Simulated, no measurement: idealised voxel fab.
process module | voxel gate over fins
cross-section cut | 240 nm wide | cells 5 nm
Cross-section layout: square cells on a grid; listed as bands, top to bottom; a band spans one or more cell rows.
Per band: top height and bottom height in nm, followed by the left-to-right materials and their widths in nm; "edge to edge" marks a single material spanning edge to edge, "empty" marks empty space.
Height is counted from the level 0, under which the received wafer is composed throughout of one material. The lowest of the bands is not closed at the bottom but continues downward, in the notation "from 0 down".
Width spec "30..40" -> top row of cells at first value, bottom row at second value, equal per-row change in between.
A step reported as "no modifications" is a step in which no cell of the cross-section changed.
"Fully enclosed voids" - sealed voids, min. 8 cells, no opening to top; format: width x height at distance (distance from left edge; nm throughout).
Past the settings on a step's line: simulator remark, on that step.
The setting "overlay nm" may be written on the line of a step. When the step uses a mask, the value reports how far to the right of the planned place the mask lay, and a negative value reports that it lay to the left.

[The planned process steps are enumerated hereunder]
1) RECEIVE [material Si]
2) CONFORMAL_DEP [material SiN] [thk nm 5]
3) PATTERN [tone cover] [mask id FINS] [material resist] [width nm 15] [pitch nm 60] [thk nm 15] [overlay nm -15]
4) DIRECTIONAL_ETCH [etch materials SiN] [depth nm 5]
5) DIRECTIONAL_ETCH [etch materials Si] [depth nm 35]
6) STRIP [etch materials resist]
7) OXIDIZE [depth nm 5]
8) FILL_DEP [material SiO2] [thk nm 5]
9) CMP [height nm 5]
10) MASKED_ETCH [tone open] [mask id RAIL] [width nm 15] [etch materials SiO2] [depth nm 35] [overlay nm 0]
11) CONFORMAL_DEP [material TiN] [thk nm 5]
12) FILL_DEP [material W] [thk nm 5]
13) CMP [height nm 5]
14) SELECTIVE_ETCH [etch materials W Ru TiN] [depth nm 25]
15) FILL_DEP [material SiO2] [thk nm 5]
16) CMP [height nm 5]
17) SELECTIVE_ETCH [etch materials SiO2] [depth nm 20]
18) STRIP [etch materials SiN]
19) CONFORMAL_DEP [material HfO2] [thk nm 5]
20) CONFORMAL_DEP [material TiN] [thk nm 5]
21) FILL_DEP [material W] [thk nm 15]
22) CMP [height nm 20]
23) CONFORMAL_DEP [material SiN] [thk nm 5]
Don't read the plan's overlay nm for step 3 as applying to every wafer: that's the first wafer's value, and the wafers differ in it, though they all start identical.

[Cross-section of the first of several wafers as received (after step 1)]
* from 0 down  Si edge to edge
* Fully enclosed voids: none

[Cross-section of the first of several wafers, taken after step 23, where the module ends]
* from 25 to 20  SiN edge to edge
* from 20 to 10  W edge to edge
* from 10 to 5  W=30, then TiN=25, then W=35, then TiN=25, then W=35, then TiN=25, then W=65
* from 5 to 0  W=30, then TiN=5, then HfO2=15, then TiN=5, then W=35, then TiN=5, then HfO2=15, then TiN=5, then W=35, then TiN=5, then HfO2=15, then TiN=5, then W=65
* from 0 to -5  W=30, then TiN=5, then HfO2=5, then Si=5, then HfO2=5, then TiN=5, then W=35, then TiN=5, then HfO2=5, then Si=5, then HfO2=5, then TiN=5, then W=35, then TiN=5, then HfO2=5, then Si=5, then HfO2=5, then TiN=5, then W=65
* from -5 to -10  TiN=35, then HfO2=5, then Si=5, then HfO2=5, then TiN=45, then HfO2=5, then Si=5, then HfO2=5, then TiN=45, then HfO2=5, then Si=5, then HfO2=5, then TiN=70
* from -10 to -15  HfO2=40, then Si=5, then HfO2=55, then Si=5, then HfO2=55, then Si=5, then HfO2=75
* from -15 to -20  SiO2=40, then Si=5, then SiO2=55, then Si=5, then SiO2=55, then Si=5, then SiO2=75
* from -20 to -25  SiO2=40, then Si=5, then SiO2=35, then TiN=5, then W=5, then TiN=5, then SiO2=5, then Si=5, then SiO2=55, then Si=5, then SiO2=75
* from -25 to -30  SiO2=40, then Si=5, then SiO2=35, then TiN=15, then SiO2=5, then Si=5, then SiO2=55, then Si=5, then SiO2=75
* from -30 to -40  SiO2=40, then Si=5, then SiO2=55, then Si=5, then SiO2=55, then Si=5, then SiO2=75
* from -40 down  Si edge to edge
* Fully enclosed voids: none

[Cross-sectional depiction of the last of several wafers upon completion of the module]
* from 25 to 20  SiN edge to edge
* from 20 to 10  W edge to edge
* from 10 to 5  W=60, then TiN=25, then W=35, then TiN=25, then W=35, then TiN=25, then W=35
* from 5 to 0  W=60, then TiN=5, then HfO2=15, then TiN=5, then W=35, then TiN=5, then HfO2=15, then TiN=5, then W=35, then TiN=5, then HfO2=15, then TiN=5, then W=35
* from 0 to -5  W=60, then TiN=5, then HfO2=5, then Si=5, then HfO2=5, then TiN=5, then W=35, then TiN=5, then HfO2=5, then Si=5, then HfO2=5, then TiN=5, then W=35, then TiN=5, then HfO2=5, then Si=5, then HfO2=5, then TiN=5, then W=35
* from -5 to -10  TiN=65, then HfO2=5, then Si=5, then HfO2=5, then TiN=45, then HfO2=5, then Si=5, then HfO2=5, then TiN=45, then HfO2=5, then Si=5, then HfO2=5, then TiN=40
* from -10 to -15  HfO2=70, then Si=5, then HfO2=55, then Si=5, then HfO2=55, then Si=5, then HfO2=45
* from -15 to -20  SiO2=70, then Si=5, then SiO2=55, then Si=5, then SiO2=55, then Si=5, then SiO2=45
* from -20 to -25  SiO2=70, then Si=5, then SiO2=5, then TiN=5, then W=5, then TiN=5, then SiO2=35, then Si=5, then SiO2=55, then Si=5, then SiO2=45
* from -25 to -30  SiO2=70, then Si=5, then SiO2=5, then TiN=15, then SiO2=35, then Si=5, then SiO2=55, then Si=5, then SiO2=45
* from -30 to -40  SiO2=70, then Si=5, then SiO2=55, then Si=5, then SiO2=55, then Si=5, then SiO2=45
* from -40 down  Si edge to edge
* Fully enclosed voids: none

[So in this table every wafer gets its own row, and what you see is where it stands at the end of the module: for each material, how many cells it picked up (+) or gave up (-) since we received it, and after that its closed voids]
overlay nm -15; +66 HfO2; -360 Si; +48 SiN; +219 SiO2; +71 TiN; +196 W; Fully enclosed voids: none
overlay nm -10; +66 HfO2; -360 Si; +48 SiN; +219 SiO2; +71 TiN; +196 W; Fully enclosed voids: none
overlay nm -5; +66 HfO2; -360 Si; +48 SiN; +219 SiO2; +71 TiN; +196 W; Fully enclosed voids: none
overlay nm 0; +66 HfO2; -360 Si; +48 SiN; +219 SiO2; +71 TiN; +196 W; Fully enclosed voids: none
overlay nm 5; +66 HfO2; -360 Si; +48 SiN; +219 SiO2; +71 TiN; +196 W; Fully enclosed voids: none
overlay nm 10; +66 HfO2; -360 Si; +48 SiN; +219 SiO2; +71 TiN; +196 W; Fully enclosed voids: none
overlay nm 15; +66 HfO2; -360 Si; +48 SiN; +219 SiO2; +71 TiN; +196 W; Fully enclosed voids: none
